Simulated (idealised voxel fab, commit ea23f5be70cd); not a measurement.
This is a process module. Its name is voxel tone inversion.
This is section cut - it's 250 nm across, gridded in 5 nm square cells.
The cross-sections in this document take the form of a grid made of square cells. They are written out as bands, in order from top to bottom. Each band consists of one or more rows of cells.
A band entry consists of two parts. The first gives the height of the band's top and the height of its bottom, in nm. The rest lists the band's materials from left to right, each with its width in nm. A single material labelled with the word "throughout" fills the band from edge to edge, and the word "air" marks empty space.
Heights are expressed relative to 0, this being the level below which the as-received wafer comprises one material exclusively. The lowest band is unbounded in the downward direction and is denoted as in "z 0 and below".
You'd read "30->40" like this: the band's top row of cells is as wide as the first number, its bottom row is as wide as the second, and going down, every row changes width by the same amount as the row before did.
Basically "no modification" means that step didn't change any cell in the cross-section.
"Cavities, sealed" enumerates empty spaces isolated from the top, with no open way to it, that contain at least 8 cells, giving each as width x height at distance from the left edge, all three in nm.
Where a step's line continues beyond its settings, the continuation is a remark by the simulator itself on that step.
The optional step-line setting "overlay nm" applies to steps with a mask and quantifies how far to the right of its planned location the mask lay, a negative value indicating leftward placement.
This section lists the process steps that were planned:
1: RECEIVE, material Si
2: CONFORMAL_DEP, material SiN, thk nm 5
3: DIRECTIONAL_DEP, material polySi, thk nm 15
4: PATTERN, tone cover, mask id POSTS, material resist, width nm 15, pitch nm 45, thk nm 20, overlay nm -15
5: DIRECTIONAL_ETCH, etch materials polySi, depth nm 15
6: STRIP, etch materials resist
7: FILL_DEP, material SiO2, thk nm 5
8: CMP, height nm 20
9: STRIP, etch materials polySi
10: CONFORMAL_DEP, material TiN, thk nm 5
11: FILL_DEP, material Ru, thk nm 10
12: CMP, height nm 20
13: CONFORMAL_DEP, material SiN, thk nm 5
It is noted that the wafers described herein are identical at the outset and are distinguished by the overlay nm of step 4; the value stated in the plan corresponds to the first wafer.
As-received cross-section, first of several wafers, post step 1:
* z 0 and below  Si throughout
* Cavities, sealed: none
Cross-section after step 13, the final step of the module, for the first of several wafers:
* z 25 to 20  SiN throughout
* z 20 to 10  SiO2 35 nm | TiN 5 nm | Ru 5 nm | TiN 5 nm | SiO2 30 nm | TiN 5 nm | Ru 5 nm | TiN 5 nm | SiO2 30 nm | TiN 5 nm | Ru 5 nm | TiN 5 nm | SiO2 30 nm | TiN 5 nm | Ru 5 nm | TiN 5 nm | SiO2 65 nm
* z 10 to 5  SiO2 35 nm | TiN 15 nm | SiO2 30 nm | TiN 15 nm | SiO2 30 nm | TiN 15 nm | SiO2 30 nm | TiN 15 nm | SiO2 65 nm
* z 5 to 0  SiN throughout
* z 0 and below  Si throughout
* Cavities, sealed: none
Here we cross-sectioned the last of the wafers once the module was done:
* z 25 to 20  SiN throughout
* z 20 to 10  SiO2 65 nm | TiN 5 nm | Ru 5 nm | TiN 5 nm | SiO2 30 nm | TiN 5 nm | Ru 5 nm | TiN 5 nm | SiO2 30 nm | TiN 5 nm | Ru 5 nm | TiN 5 nm | SiO2 30 nm | TiN 5 nm | Ru 5 nm | TiN 5 nm | SiO2 35 nm
* z 10 to 5  SiO2 65 nm | TiN 15 nm | SiO2 30 nm | TiN 15 nm | SiO2 30 nm | TiN 15 nm | SiO2 30 nm | TiN 15 nm | SiO2 35 nm
* z 5 to 0  SiN throughout
* z 0 and below  Si throughout
* Cavities, sealed: none
Tabulated below, wafer by wafer, are the end-of-module results: for each material, the number of cells gained (+) or lost (-) relative to the as-received state, followed by the closed voids:
overlay nm -15; +8 Ru; +100 SiN; +114 SiO2; +28 TiN; Cavities, sealed: none
overlay nm -10; +8 Ru; +100 SiN; +114 SiO2; +28 TiN; Cavities, sealed: none
overlay nm -5; +8 Ru; +100 SiN; +114 SiO2; +28 TiN; Cavities, sealed: none
overlay nm 0; +8 Ru; +100 SiN; +114 SiO2; +28 TiN; Cavities, sealed: none
overlay nm 5; +8 Ru; +100 SiN; +114 SiO2; +28 TiN; Cavities, sealed: none
overlay nm 10; +8 Ru; +100 SiN; +114 SiO2; +28 TiN; Cavities, sealed: none
overlay nm 15; +8 Ru; +100 SiN; +114 SiO2; +28 TiN; Cavities, sealed: none
